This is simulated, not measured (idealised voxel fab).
A process module follows: voxel air gaps.
For reference, the cross-section in this document is cut, with width 235 nm and square cells of 5 nm.
This document writes a cross-section as a grid whose cells are square, and gives it as bands, listed from the top down; one or more rows of cells form a band.
Band: top and bottom heights (nm) first, top before bottom; then materials from left to right, widths in nm. "everywhere" marks a sole material filling the band edge to edge. "blank" denotes empty space.
Convention: height 0 is the level below which the wafer, as received, is all one material. The lowest band does not terminate at the bottom but continues downward, represented as "0 and below".
The width entry "30->40" should be interpreted row by row: the top row of cells in the band takes the first number, the bottom row takes the second number, and the change between adjacent rows is uniform throughout.
For the purposes of this document, the phrase "nothing changed" attached to a step denotes that no cell within the cross-section was modified by that step.
If an empty space has no open way to the top and is at least 8 cells in size, "Closed void register" lists it, written width x height at distance, where distance is measured from the left edge and every value is in nm.
Formally, on a step line, whatever follows the settings is a remark that the simulator itself makes on the step.
"overlay nm" denotes, for a step that has a mask, the displacement of the mask to the right of its planned place, with negative values corresponding to the left.
Set out below are the planned steps of the process
step 1: RECEIVE, material Si
step 2: CONFORMAL_DEP, material SiO2, thk nm 15
step 3: CONFORMAL_DEP, material SiCN, thk nm 5
step 4: DIRECTIONAL_DEP, material SiO2, thk nm 35
step 5: MASKED_ETCH, tone open, mask id LINES, width nm 25, pitch nm 50, etch materials SiO2, depth nm 35, overlay nm 0
step 6: CONFORMAL_DEP, material TiN, thk nm 5
step 7: FILL_DEP, material W, thk nm 10
step 8: CMP, height nm 55
step 9: EPI, material Ru, thk nm 10
step 10: SELECTIVE_ETCH, etch materials SiO2, depth nm 45
step 11: CONFORMAL_DEP, material SiCN, thk nm 5
Cross-section of the wafer as it came to us, i.e., already through step 1
    0 and below | Si everywhere
    Closed void register: none
Cross-sectional view of the first of the two wafers upon completion of the module, processed in accordance with the plan
    70 down to 65 | 40 of blank; 155 of SiCN; 40 of blank
    65 down to 55 | 40 of blank; 5 of SiCN; 45 of Ru; 5 of SiCN; 45 of Ru; 5 of SiCN; 45 of Ru; 5 of SiCN; 40 of blank
    55 down to 50 | 40 of blank; 15 of SiCN; 5 of TiN; 15 of W; 5 of TiN; 25 of SiCN; 5 of TiN; 15 of W; 5 of TiN; 25 of SiCN; 5 of TiN; 15 of W; 5 of TiN; 15 of SiCN; 40 of blank
    50 down to 25 | 50 of blank; 5 of SiCN; 5 of TiN; 15 of W; 5 of TiN; 5 of SiCN; 15 of blank; 5 of SiCN; 5 of TiN; 15 of W; 5 of TiN; 5 of SiCN; 15 of blank; 5 of SiCN; 5 of TiN; 15 of W; 5 of TiN; 5 of SiCN; 50 of blank
    25 down to 20 | 55 of SiCN; 25 of TiN; 25 of SiCN; 25 of TiN; 25 of SiCN; 25 of TiN; 55 of SiCN
    20 down to 15 | SiCN everywhere
    15 down to 0 | SiO2 everywhere
    0 and below | Si everywhere
    Closed void register: 15 x 25 at 85; 15 x 25 at 135
Cross-sectional image of the second wafer of the two following completion of the module. Starting state and process plan were the same as for the first wafer; one execution error occurred
    80 down to 75 | SiCN everywhere
    75 down to 65 | Ru everywhere
    65 down to 60 | W everywhere
    60 down to 55 | 60 of TiN; 15 of W; 35 of TiN; 15 of W; 35 of TiN; 15 of W; 60 of TiN
    55 down to 25 | 55 of SiO2; 5 of TiN; 15 of W; 5 of TiN; 25 of SiO2; 5 of TiN; 15 of W; 5 of TiN; 25 of SiO2; 5 of TiN; 15 of W; 5 of TiN; 55 of SiO2
    25 down to 20 | 55 of SiO2; 25 of TiN; 25 of SiO2; 25 of TiN; 25 of SiO2; 25 of TiN; 55 of SiO2
    20 down to 15 | SiCN everywhere
    15 down to 0 | SiO2 everywhere
    0 and below | Si everywhere
    Closed void register: none
Heads up, the wafer didn't run the way we planned it: step 8 did not use the planned setting and instead ran as CMP, height nm 65
Wafer comparison, final, in cells, second relative to first, materials more or fewer: Ru: 40 more | SiCN: 70 fewer | SiO2: 224 more | TiN: 38 more | W: 56 more
First wafer closed voids (final) = 2; second wafer closed voids (final) = 0.
